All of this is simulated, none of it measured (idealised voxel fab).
Process module heading - voxel released beams
Square cells of 5 nm make up the cross-section cut, whose width is 210 nm.
Square cells in a grid make up a cross-section in this document, and the grid is given as bands, listed from the top down, each one or more rows of cells. It is stipulated that each band's entry specify, in nanometres, the height of the top of the band and then that of its bottom, followed by the materials of the band in left-to-right sequence, each together with its width in nanometres. A single material marked by the word "throughout" is understood to fill the band from edge to edge; the word "empty" is understood to denote empty space. For the purposes of this specification, 0 denotes the height below which the wafer in its as-received condition is composed wholly of one material, and the lowermost band, lacking a lower limit, extends downward without end, as expressed in "from 0 down". Think of "30->40" as a width that walks from the first number to the second as you go down the band, top row to bottom row, taking equal-sized steps from row to row. Key: "everything unchanged" - step with no changed cell in the cross-section. Any empty space of 8 cells or more lacking an open way to the top shows up in "Sealed internal voids" as width x height at distance, distance from the left edge, in nm. Post-settings text on a step line: simulator's own remark regarding the step. A step line may carry the setting "overlay nm", which, for steps involving a mask, states the distance by which the mask lay to the right of its intended position; negative values denote displacement to the left.

-- Planned process steps
1,RECEIVE,material Si
2,CONFORMAL_DEP,material Al2O3,thk nm 10
3,DIRECTIONAL_DEP,material SiO2,thk nm 10
4,PATTERN,tone open,mask id ANCHOR,material resist,width nm 35,thk nm 15,overlay nm 0
5,DIRECTIONAL_ETCH,etch materials SiO2,depth nm 10
6,STRIP,etch materials resist
7,CONFORMAL_DEP,material SiN,thk nm 15
8,PATTERN,tone cover,mask id BEAM,material resist,width nm 105,thk nm 15,overlay nm 0
9,DIRECTIONAL_ETCH,etch materials SiN,depth nm 15
10,STRIP,etch materials resist
11,STRIP,etch materials SiO2

-- The first of the two wafers, which ran as planned

-- Here's what the wafer looked like in cross-section when it arrived - that's after step 1
- from 0 down | Si throughout
- Sealed internal voids: none

-- After step 2: wafer cross-section
- from 10 to 0 | Al2O3 throughout
- Everything under 0 stays put, no change at all.

-- After step 3: wafer cross-section
- from 20 to 10 | SiO2 throughout
- Everything under 10 stays put, no change at all.

-- After step 4: wafer cross-section
- from 35 to 20 | 55 nm resist, 35 nm empty, 120 nm resist
- Everything under 20 stays put, no change at all.

-- After step 5: wafer cross-section
- from 35 to 20 | 55 nm resist, 35 nm empty, 120 nm resist
- from 20 to 10 | 55 nm SiO2, 35 nm empty, 120 nm SiO2
- Everything under 10 stays put, no change at all.

-- After step 6: wafer cross-section
- from 20 to 10 | 55 nm SiO2, 35 nm empty, 120 nm SiO2
- Everything under 10 stays put, no change at all.

-- After step 7: wafer cross-section
- from 35 to 25 | 70 nm SiN, 5 nm empty, 135 nm SiN
- from 25 to 20 | SiN throughout
- from 20 to 10 | 55 nm SiO2, 35 nm SiN, 120 nm SiO2
- Everything under 10 stays put, no change at all.

-- After step 8: wafer cross-section
- from 50 to 35 | 50 nm empty, 105 nm resist, 55 nm empty
- from 35 to 25 | 70 nm SiN, 5 nm resist, 135 nm SiN
- Everything under 25 stays put, no change at all.

-- After step 9: wafer cross-section
- from 50 to 35 | 50 nm empty, 105 nm resist, 55 nm empty
- from 35 to 25 | 50 nm empty, 20 nm SiN, 5 nm resist, 80 nm SiN, 55 nm empty
- from 25 to 20 | 50 nm empty, 105 nm SiN, 55 nm empty
- Everything under 20 stays put, no change at all.

-- After step 10: wafer cross-section
- from 35 to 25 | 50 nm empty, 20 nm SiN, 5 nm empty, 80 nm SiN, 55 nm empty
- Everything under 25 stays put, no change at all.

-- After step 11: wafer cross-section
- from 35 to 25 | 50 nm empty, 20 nm SiN, 5 nm empty, 80 nm SiN, 55 nm empty
- from 25 to 20 | 50 nm empty, 105 nm SiN, 55 nm empty
- from 20 to 10 | 55 nm empty, 35 nm SiN, 120 nm empty
- Everything under 10 stays put, no change at all.

-- Second wafer, same starting state and plan as the first, one mistake in the run, identical through step 1

-- The second wafer in cross-section, at the planned close of step 2
- from 10 to 0 | SiO2 throughout
- Everything under 0 stays put, no change at all.

-- The second wafer in cross-section, at the planned close of step 3
- from 20 to 10 | Al2O3 throughout
- Everything under 10 stays put, no change at all.

-- The second wafer in cross-section, at the planned close of step 4
- from 35 to 20 | 55 nm resist, 35 nm empty, 120 nm resist
- Everything under 20 stays put, no change at all.

The second wafer in cross-section, at the planned close of step 5: everything unchanged

-- The second wafer in cross-section, at the planned close of step 6
- from 20 to 10 | Al2O3 throughout
- Everything under 10 stays put, no change at all.

-- The second wafer in cross-section, at the planned close of step 7
- from 35 to 20 | SiN throughout
- Everything under 20 stays put, no change at all.

-- The second wafer in cross-section, at the planned close of step 8
- from 50 to 35 | 50 nm empty, 105 nm resist, 55 nm empty
- Everything under 35 stays put, no change at all.

-- The second wafer in cross-section, at the planned close of step 9
- from 50 to 35 | 50 nm empty, 105 nm resist, 55 nm empty
- from 35 to 20 | 50 nm empty, 105 nm SiN, 55 nm empty
- Everything under 20 stays put, no change at all.

-- The second wafer in cross-section, at the planned close of step 10
- from 35 to 20 | 50 nm empty, 105 nm SiN, 55 nm empty
- Everything under 20 stays put, no change at all.

The second wafer in cross-section, at the planned close of step 11: everything unchanged
Diagnosis: swap of plan steps 2 and 3 during execution
FYI, end of process, the second wafer has more or fewer cells of some materials than the first: -12 SiN; +84 SiO2
